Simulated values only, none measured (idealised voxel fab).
process module | voxel wiring stack
Each square cell in cross-section cut measures 5 nm, and the section as a whole is 215 nm wide.
How to read a cross-section here: the picture is a grid of square cells, written as bands going from the top down, and any band can span one or more rows of cells.
Top, bottom (nm), then materials left to right with widths (nm); lone material tagged "everywhere" fills the whole band edge to edge; "empty" = empty space.
Height is counted from the level 0, under which the received wafer is composed throughout of one material. The lowest of the bands is not closed at the bottom but continues downward, in the notation "top 0, no bottom".
Graded width ("30 to 40"): value in top row of band = first number; value in bottom row = second number; row-to-row change constant.
"no modification", as given for a step, is the statement that not any cell of the cross-section underwent a change during that step.
What "Tabulated closed voids" gives you is every empty space of 8 cells or more that is cut off from the top. Each appears as width x height at distance, with the distance taken from the left edge and width, height and distance all in nm.
The remark found on a step's line after its settings is issued by the simulator itself and pertains to that step.
You can add "overlay nm" to a step's line. For a step with a mask, it describes how far the mask lay to the right of its planned position, and a negative number describes a lay to the left.
### These are the steps we planned for the process
1 RECEIVE: material Si
2 CONFORMAL_DEP: material SiO2, thk nm 15
3 DIRECTIONAL_DEP: material TiN, thk nm 5
4 DIRECTIONAL_DEP: material Ru, thk nm 20
5 MASKED_ETCH: tone cover, mask id METAL_1, width nm 25, pitch nm 55, etch materials Ru, depth nm 20, overlay nm 0
6 MASKED_ETCH: tone cover, mask id METAL_1, width nm 25, pitch nm 55, etch materials TiN, depth nm 5, overlay nm 0
7 CONFORMAL_DEP: material SiN, thk nm 5
8 FILL_DEP: material lowk, thk nm 5
9 CMP: height nm 40
10 CONFORMAL_DEP: material SiCN, thk nm 5
11 DIRECTIONAL_DEP: material SiO2, thk nm 30
12 PATTERN: tone open, mask id METAL_2, material resist, width nm 25, pitch nm 55, thk nm 15, overlay nm 0
13 DIRECTIONAL_ETCH: etch materials SiO2, depth nm 20
14 STRIP: etch materials resist
15 DIRECTIONAL_DEP: material aC, thk nm 15
16 PATTERN: tone open, mask id METAL_2_HOLES, material resist, width nm 15, pitch nm 55, thk nm 30, overlay nm 0
17 DIRECTIONAL_ETCH: etch materials aC, depth nm 15
18 STRIP: etch materials resist
19 DIRECTIONAL_ETCH: etch materials SiO2, depth nm 10
20 DIRECTIONAL_ETCH: etch materials SiCN, depth nm 5
21 STRIP: etch materials aC
22 CONFORMAL_DEP: material TiN, thk nm 5
23 FILL_DEP: material Cu, thk nm 10
24 CMP: height nm 75
25 CONFORMAL_DEP: material SiCN, thk nm 5
### Incoming wafer, cross-sectional view, post step 1
	top 0, no bottom = Si everywhere
	Tabulated closed voids: none
### The cross-section shown corresponds to the wafer at the conclusion of the module. The initial structure and the process plan are those presented above; however, one mistake occurred in executing the plan
	top 80, bottom 75 = SiCN everywhere
	top 75, bottom 60 = SiO2: 40  TiN: 5  Cu: 15  TiN: 5  SiO2: 30  TiN: 5  Cu: 15  TiN: 5  SiO2: 30  TiN: 5  Cu: 15  TiN: 5  SiO2: 40
	top 60, bottom 55 = SiO2: 40  TiN: 5  Cu: 5  TiN: 15  SiO2: 30  TiN: 5  Cu: 5  TiN: 15  SiO2: 30  TiN: 5  Cu: 5  TiN: 15  SiO2: 40
	top 55, bottom 45 = SiO2: 40  TiN: 5  Cu: 5  TiN: 5  SiO2: 40  TiN: 5  Cu: 5  TiN: 5  SiO2: 40  TiN: 5  Cu: 5  TiN: 5  SiO2: 50
	top 45, bottom 40 = SiCN: 40  TiN: 15  SiCN: 40  TiN: 15  SiCN: 40  TiN: 15  SiCN: 50
	top 40, bottom 35 = lowk: 35  SiN: 5  Ru: 25  SiN: 5  lowk: 20  SiN: 5  Ru: 25  SiN: 5  lowk: 20  SiN: 5  Ru: 25  SiN: 5  lowk: 35
	top 35, bottom 30 = SiN: 40  TiN: 25  SiN: 30  TiN: 25  SiN: 30  TiN: 25  SiN: 40
	top 30, bottom 0 = SiO2 everywhere
	top 0, no bottom = Si everywhere
	Tabulated closed voids: none
What was the processing mistake? heads up, step 2 of the plan got done twice
